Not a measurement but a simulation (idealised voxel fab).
process module | voxel air gaps
cross-section cut | 205 nm wide | cells 5 nm
A cross-section is a grid of square cells, given in bands from the top down. A band is one or more rows of cells.
Each band's line starts with the height of the band's top and of its bottom, in nm. Then come its materials from left to right, each with its width in nm. One material with "throughout" fills the band from edge to edge. "air" is empty space.
Height 0 is the level under which the wafer as received is all one material. The lowest band goes on downwards, as in "0 down".
A width such as "30 to 40" changes by the same amount from each row of cells to the next, from the band's top row to its bottom row.
"no change" after a step means that no cell of the cross-section changed.
closed voids: empty space of 8 cells or more with no open way to the top, each as width x height at its distance from the left edge, in nm
after a step's settings: what the simulator itself notes on the step
overlay nm, on a step with a mask: how far to the right of its planned place the mask lay; to the left if negative
plan
1 op RECEIVE | material Si
2 op CONFORMAL_DEP | material SiO2 | thk nm 10
3 op CONFORMAL_DEP | material SiN | thk nm 5
4 op DIRECTIONAL_DEP | material SiO2 | thk nm 40
5 op PATTERN | tone open | mask id LINES | material resist | width nm 15 | pitch nm 40 | thk nm 20 | overlay nm 0
6 op DIRECTIONAL_ETCH | etch materials SiO2 | depth nm 40
7 op STRIP | etch materials resist
8 op CONFORMAL_DEP | material TiN | thk nm 5
9 op FILL_DEP | material Cu | thk nm 5
10 op CMP | height nm 55
11 op EPI | material Ru | thk nm 10
12 op SELECTIVE_ETCH | etch materials SiO2 | depth nm 50
13 op CONFORMAL_DEP | material SiN | thk nm 5
as received, after step 1
  0 down: Si throughout
  closed voids: none
a wafer at the end: this start, this plan, one mistake
  70 to 65: air 40 | SiO2 125 | air 40
  65 to 55: air 40 | SiO2 5 | Ru 35 | SiO2 5 | Ru 35 | SiO2 5 | Ru 35 | SiO2 5 | air 40
  55 to 50: air 40 | SiO2 15 | TiN 5 | Cu 5 | TiN 5 | SiO2 25 | TiN 5 | Cu 5 | TiN 5 | SiO2 25 | TiN 5 | Cu 5 | TiN 5 | SiO2 15 | air 40
  50 to 20: air 50 | SiO2 5 | TiN 5 | Cu 5 | TiN 5 | SiO2 5 | air 15 | SiO2 5 | TiN 5 | Cu 5 | TiN 5 | SiO2 5 | air 15 | SiO2 5 | TiN 5 | Cu 5 | TiN 5 | SiO2 5 | air 50
  20 to 15: SiO2 55 | TiN 15 | SiO2 25 | TiN 15 | SiO2 25 | TiN 15 | SiO2 55
  15 to 10: SiN throughout
  10 to 0: SiO2 throughout
  0 down: Si throughout
  closed voids: 15 x 30 at 75; 15 x 30 at 115
what went wrong: step 13 ran as: op CONFORMAL_DEP | material SiO2 | thk nm 5
